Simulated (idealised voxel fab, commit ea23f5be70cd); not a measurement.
Herein follows the process module entitled voxel transistor to metal.
For reference, the cross-section in this document is cut, with width 160 nm and square cells of 5 nm.
Format of a cross-section: grid, square cells. Given as bands. Order: top down. Band: one or more rows of cells.
Per band: top height and bottom height in nm, followed by the left-to-right materials and their widths in nm; "everywhere" marks a single material spanning edge to edge, "air" marks empty space.
Zero point of the height axis is 0; under it, received wafer = one material. Lowest band: continues down indefinitely, "from 0 down".
A two-number width, for instance "30->40", indicates that the width is equal to the first number in the top row of the band and to the second number in the bottom row, and that it changes by a constant amount per row of cells.
"left unchanged", as given for a step, is the statement that not any cell of the cross-section underwent a change during that step.
Cavities, closed: empty space of 8 cells or more with no open way to the top, each as width x height at its distance from the left edge, in nm
Read whatever lies past the settings on a step's line as the simulator's own remark about the step.
overlay nm: on a step with a mask, how far right of its planned place the mask lay; negative means left.
List of planned process steps
step 1: RECEIVE [material Si]
step 2: OXIDIZE [depth nm 5]
step 3: CONFORMAL_DEP [material SiN] [thk nm 10]
step 4: MASKED_ETCH [tone cover] [mask id ACTIVE] [width nm 110] [etch materials SiN] [depth nm 10] [overlay nm 0]
step 5: MASKED_ETCH [tone cover] [mask id ACTIVE] [width nm 110] [etch materials SiO2] [depth nm 5] [overlay nm 0]
step 6: MASKED_ETCH [tone cover] [mask id ACTIVE] [width nm 110] [etch materials Si] [depth nm 25] [overlay nm 0]
step 7: FILL_DEP [material SiO2] [thk nm 5]
step 8: CMP [height nm 10]
step 9: SELECTIVE_ETCH [etch materials SiO2] [depth nm 5]
step 10: STRIP [etch materials SiN]
step 11: SELECTIVE_ETCH [etch materials SiO2] [depth nm 5]
step 12: OXIDIZE [depth nm 5]
step 13: DIRECTIONAL_DEP [material polySi] [thk nm 20]
step 14: DIRECTIONAL_DEP [material SiCN] [thk nm 15]
step 15: PATTERN [tone cover] [mask id GATE] [material resist] [width nm 30] [thk nm 15] [overlay nm 0]
step 16: DIRECTIONAL_ETCH [etch materials SiCN] [depth nm 25]
step 17: DIRECTIONAL_ETCH [etch materials polySi] [depth nm 30]
step 18: STRIP [etch materials resist]
step 19: CONFORMAL_DEP [material SiO2] [thk nm 5]
step 20: DIRECTIONAL_ETCH [etch materials SiO2] [depth nm 5]
step 21: CONFORMAL_DEP [material SiN] [thk nm 10]
step 22: DIRECTIONAL_ETCH [etch materials SiN] [depth nm 10]
step 23: DIRECTIONAL_ETCH [etch materials SiO2] [depth nm 5]
step 24: EPI [material nSi] [thk nm 5]
step 25: FILL_DEP [material SiO2] [thk nm 5]
step 26: CMP [height nm 15]
step 27: STRIP [etch materials polySi]
step 28: SELECTIVE_ETCH [etch materials SiO2] [depth nm 5]
step 29: CONFORMAL_DEP [material HfO2] [thk nm 5]
step 30: CONFORMAL_DEP [material TiN] [thk nm 5]
step 31: FILL_DEP [material W] [thk nm 5]
step 32: CMP [height nm 10]
step 33: DIRECTIONAL_DEP [material SiO2] [thk nm 10]
step 34: MASKED_ETCH [tone open] [mask id CONTACT] [width nm 20] [pitch nm 80] [etch materials SiO2] [depth nm 25] [overlay nm 0]
step 35: CONFORMAL_DEP [material TiN] [thk nm 5]
step 36: FILL_DEP [material W] [thk nm 10]
step 37: CMP [height nm 20]
step 38: DIRECTIONAL_DEP [material TiN] [thk nm 5]
step 39: DIRECTIONAL_DEP [material W] [thk nm 25]
step 40: MASKED_ETCH [tone cover] [mask id METAL_1] [width nm 20] [pitch nm 80] [etch materials W] [depth nm 25] [overlay nm 0]
step 41: MASKED_ETCH [tone cover] [mask id METAL_1] [width nm 20] [pitch nm 80] [etch materials TiN] [depth nm 5] [overlay nm 0]
step 42: CONFORMAL_DEP [material SiCN] [thk nm 5]
step 43: FILL_DEP [material lowk] [thk nm 10]
step 44: CMP [height nm 50]
step 45: CONFORMAL_DEP [material SiCN] [thk nm 5]
Don't read the plan's depth nm for step 2 as applying to every wafer: that's the first wafer's value, and the wafers differ in it, though they all start identical.
Cross-section of the first of several wafers as received (after step 1)
    from 0 down = Si everywhere
    Cavities, closed: none
At the end of the module, after its last step, step 45, the first of several wafers appears in cross-section as follows
    from 55 to 50 = SiCN everywhere
    from 50 to 25 = lowk 25 / SiCN 5 / W 20 / SiCN 5 / lowk 50 / SiCN 5 / W 20 / SiCN 5 / lowk 25
    from 25 to 20 = SiCN 30 / TiN 20 / SiCN 60 / TiN 20 / SiCN 30
    from 20 to 10 = SiO2 30 / TiN 5 / W 10 / TiN 5 / SiO2 60 / TiN 5 / W 10 / TiN 5 / SiO2 30
    from 10 to 0 = SiO2 30 / TiN 5->10 / W 10->5 / TiN 5 / SiN 10 / HfO2 5 / TiN 5 / W 20 / TiN 5 / HfO2 5 / SiN 10 / TiN 5 / W 10->5 / TiN 5->10 / SiO2 30
    from 0 to -5 = SiO2 25 / SiN 10 / TiN 15 / SiN 10 / HfO2 5 / TiN 30 / HfO2 5 / SiN 10 / TiN 15 / SiN 10 / SiO2 25
    from -5 to -10 = SiO2 35 / nSi 15 / SiO2 10 / HfO2 40 / SiO2 10 / nSi 15 / SiO2 35
    from -10 to -30 = SiO2 25 / Si 110 / SiO2 25
    from -30 down = Si everywhere
    Cavities, closed: none
A cross-section through the last wafer at the close of the module
    from 55 to 50 = SiCN everywhere
    from 50 to 25 = lowk 25 / SiCN 5 / W 20 / SiCN 5 / lowk 50 / SiCN 5 / W 20 / SiCN 5 / lowk 25
    from 25 to 20 = SiCN 30 / TiN 20 / SiCN 60 / TiN 20 / SiCN 30
    from 20 to 10 = SiO2 30 / TiN 5 / W 10 / TiN 5 / SiO2 60 / TiN 5 / W 10 / TiN 5 / SiO2 30
    from 10 to 0 = SiO2 30 / TiN 5->10 / W 10->5 / TiN 5 / SiN 10 / HfO2 5 / TiN 5 / W 20 / TiN 5 / HfO2 5 / SiN 10 / TiN 5 / W 10->5 / TiN 5->10 / SiO2 30
    from 0 to -5 = SiO2 25 / SiN 10 / TiN 15 / SiN 10 / HfO2 5 / TiN 30 / HfO2 5 / SiN 10 / TiN 15 / SiN 10 / SiO2 25
    from -5 to -10 = SiO2 60 / HfO2 40 / SiO2 60
    from -10 to -20 = SiO2 everywhere
    from -20 down = Si everywhere
    Cavities, closed: none
Per wafer (row), end of module: delta in cells per material since receipt, (+) for gained, (-) for lost; closed voids after that
depth nm 5 | +14 HfO2 | -104 Si | +76 SiCN | +16 SiN | +140 SiO2 | +42 TiN | +62 W | +100 lowk | +6 nSi | Cavities, closed: none
depth nm 10 | +14 HfO2 | -64 Si | +76 SiCN | +16 SiN | +100 SiO2 | +42 TiN | +62 W | +100 lowk | +6 nSi | Cavities, closed: none
depth nm 15 | +14 HfO2 | -96 Si | +76 SiCN | +16 SiN | +138 SiO2 | +42 TiN | +62 W | +100 lowk | Cavities, closed: none
depth nm 20 | +14 HfO2 | -128 Si | +76 SiCN | +16 SiN | +170 SiO2 | +42 TiN | +62 W | +100 lowk | Cavities, closed: none
